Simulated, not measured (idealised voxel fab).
Process module, titled voxel self aligned contacts
300 nm wide, 5 nm square cells: that's cross-section cut.
Cross-section, as written here: a square-cell grid given band by band from the top down, where a band holds one or more rows of cells.
Heads up on the band format: heights come first, top then bottom, in nm. After that it's the materials left to right, each with its width in nm. A single material flagged "everywhere" fills the whole band edge to edge, and "empty" means there's empty space there.
Heights are expressed relative to 0, this being the level below which the as-received wafer comprises one material exclusively. The lowest band is unbounded in the downward direction and is denoted as in "0 nm and below".
Read "30..40" as a graded width: first number on top, second number at the bottom, same change between each pair of neighbouring rows.
"changes: none" means the step left every cell of the cross-section as it was.
"Closed empty spaces" specifies each empty space that is not open to the top and that occupies no fewer than 8 cells, using the form width x height at distance, the distance measured from the left edge and all three quantities in nm.
after a step's settings: what the simulator itself notes on the step
overlay nm: step with mask; distance mask lay right of planned place; negative value = left of planned place.

Steps in the process plan:
step 1: RECEIVE, material Si
step 2: OXIDIZE, depth nm 5
step 3: DIRECTIONAL_DEP, material polySi, thk nm 25
step 4: DIRECTIONAL_DEP, material SiN, thk nm 25
step 5: DIRECTIONAL_DEP, material aC, thk nm 10
step 6: PATTERN, tone cover, mask id GATE, material resist, width nm 35, pitch nm 80, thk nm 25, overlay nm 0
step 7: DIRECTIONAL_ETCH, etch materials aC, depth nm 10
step 8: STRIP, etch materials resist
step 9: DIRECTIONAL_ETCH, etch materials SiN, depth nm 25
step 10: DIRECTIONAL_ETCH, etch materials polySi, depth nm 25
step 11: STRIP, etch materials aC
step 12: CONFORMAL_DEP, material SiN, thk nm 10
step 13: DIRECTIONAL_ETCH, etch materials SiN, depth nm 10
step 14: FILL_DEP, material SiO2, thk nm 15
step 15: CMP, height nm 60
step 16: DIRECTIONAL_DEP, material aC, thk nm 10
step 17: PATTERN, tone open, mask id CONTACT, material resist, width nm 65, pitch nm 80, thk nm 25, overlay nm 0
step 18: DIRECTIONAL_ETCH, etch materials aC, depth nm 10
step 19: STRIP, etch materials resist
step 20: DIRECTIONAL_ETCH, etch materials SiO2, depth nm 65
step 21: STRIP, etch materials aC
step 22: CONFORMAL_DEP, material TiN, thk nm 5
step 23: FILL_DEP, material Ru, thk nm 10
step 24: CMP, height nm 60
step 25: CONFORMAL_DEP, material SiN, thk nm 5

This is the cross-section of the wafer as we received it, i.e. after step 1:
> 0 nm and below | Si everywhere
> Closed empty spaces: none

What the wafer looks like in cross-section after this module, when it starts as shown above and follows the plan above but one mistake is made in running it:
> 65 nm to 60 nm | SiN everywhere
> 60 nm to 50 nm | 75 SiO2, 5..35 TiN, 55..15 Ru, 5..15 TiN, 15 SiO2, 5..35 TiN, 55..15 Ru, 5..15 TiN, 80 SiO2
> 50 nm to 25 nm | 50 SiO2, 55 SiN, 5 TiN, 15 Ru, 5 TiN, 55 SiN, 5 TiN, 15 Ru, 5 TiN, 55 SiN, 35 SiO2
> 25 nm to 0 nm | 50 SiO2, 10 SiN, 35 polySi, 10 SiN, 5 TiN, 15 Ru, 5 TiN, 10 SiN, 35 polySi, 10 SiN, 5 TiN, 15 Ru, 5 TiN, 10 SiN, 35 polySi, 10 SiN, 35 SiO2
> 0 nm to -5 nm | 105 SiO2, 25 TiN, 55 SiO2, 25 TiN, 90 SiO2
> -5 nm and below | Si everywhere
> Closed empty spaces: none
what went wrong: step 6 changed vs plan, executed as PATTERN, tone cover, mask id GATE, material resist, width nm 35, pitch nm 80, thk nm 25, overlay nm 10
